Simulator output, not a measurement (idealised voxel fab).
This section sets out a process module, namely voxel ribs on slabs.
Displayed cross-section: cut, width of 270 nm, square cells sized 5 nm.
A cross-section is a grid of square cells, given in bands from the top down. A band is one or more rows of cells. The band entry comprises the height of the band's top followed by the height of its bottom, expressed in nm, and subsequently the band's materials from left to right, each stated together with its width in nm. Where a single material is marked with the word "full width", that material fills the band from edge to edge. The word "empty" represents empty space. Heights from 0 (as-received wafer is one material below). Bottom band endless downward, as "0 -> down". The notation "30->40" denotes a width that varies across the rows of cells in the band, beginning at the first number in the top row, finishing at the second number in the bottom row, and changing by an identical amount from each row to the next. For the purposes of this document, the phrase "nothing was modified" attached to a step denotes that no cell within the cross-section was modified by that step. "Unvented cavities" contains a list of empty spaces, each no smaller than 8 cells and without an open way to the top, written in the form width x height at distance with the distance from the left edge and all three in nm. Where a step's line continues beyond its settings, the continuation is a remark by the simulator itself on that step. When a step includes a mask, the "overlay nm" setting on its line states how far to the right of its planned place that mask lay, and negative values state how far to the left.
**Steps in the process plan**
- 1: RECEIVE: material Si
- 2: DIRECTIONAL_DEP: material SiO2, thk nm 30
- 3: DIRECTIONAL_DEP: material polySi, thk nm 25
- 4: MASKED_ETCH: tone cover, mask id RIB, width nm 20, etch materials polySi, depth nm 20, overlay nm 0
- 5: PATTERN: tone cover, mask id SLAB, material resist, width nm 70, thk nm 20, overlay nm 0
- 6: DIRECTIONAL_ETCH: etch materials polySi, depth nm 5
- 7: STRIP: etch materials resist
- 8: FILL_DEP: material SiO2, thk nm 20
- 9: CMP: height nm 65
- 10: DIRECTIONAL_DEP: material TiN, thk nm 10
- 11: DIRECTIONAL_DEP: material aC, thk nm 10
- 12: PATTERN: tone cover, mask id HEATER, material resist, width nm 30, thk nm 30, overlay nm 0
- 13: DIRECTIONAL_ETCH: etch materials aC, depth nm 10
- 14: STRIP: etch materials resist
- 15: DIRECTIONAL_ETCH: etch materials TiN, depth nm 10
- 16: STRIP: etch materials aC
- 17: CONFORMAL_DEP: material SiO2, thk nm 10
**Incoming wafer, cross-sectional view, post step 1**
0 -> down | Si full width
Unvented cavities: none
**Cross-sectional view of the first of the two wafers upon completion of the module, processed in accordance with the plan**
85 -> 75 | empty 110 nm; SiO2 50 nm; empty 110 nm
75 -> 65 | SiO2 120 nm; TiN 30 nm; SiO2 120 nm
65 -> 55 | SiO2 full width
55 -> 35 | SiO2 125 nm; polySi 20 nm; SiO2 125 nm
35 -> 30 | SiO2 100 nm; polySi 70 nm; SiO2 100 nm
30 -> 0 | SiO2 full width
0 -> down | Si full width
Unvented cavities: none
**Wafer two cross-section, module end. Start and plan unchanged from wafer one; one mistake made during the run**
85 -> 75 | empty 110 nm; SiO2 50 nm; empty 110 nm
75 -> 65 | SiO2 120 nm; TiN 30 nm; SiO2 120 nm
65 -> 50 | SiO2 full width
50 -> 35 | SiO2 125 nm; polySi 20 nm; SiO2 125 nm
35 -> 30 | polySi 100 nm; SiO2 25 nm; polySi 20 nm; SiO2 25 nm; polySi 100 nm
30 -> 0 | SiO2 full width
0 -> down | Si full width
Unvented cavities: none
The mistake made against the process plan was this: not per plan at step 5, really ran PATTERN: tone open, mask id SLAB, material resist, width nm 70, thk nm 20, overlay nm 0
Looking at both finished wafers in cells, the second ends up ahead of or behind the first on some materials: 26 fewer of SiO2; 26 more of polySi
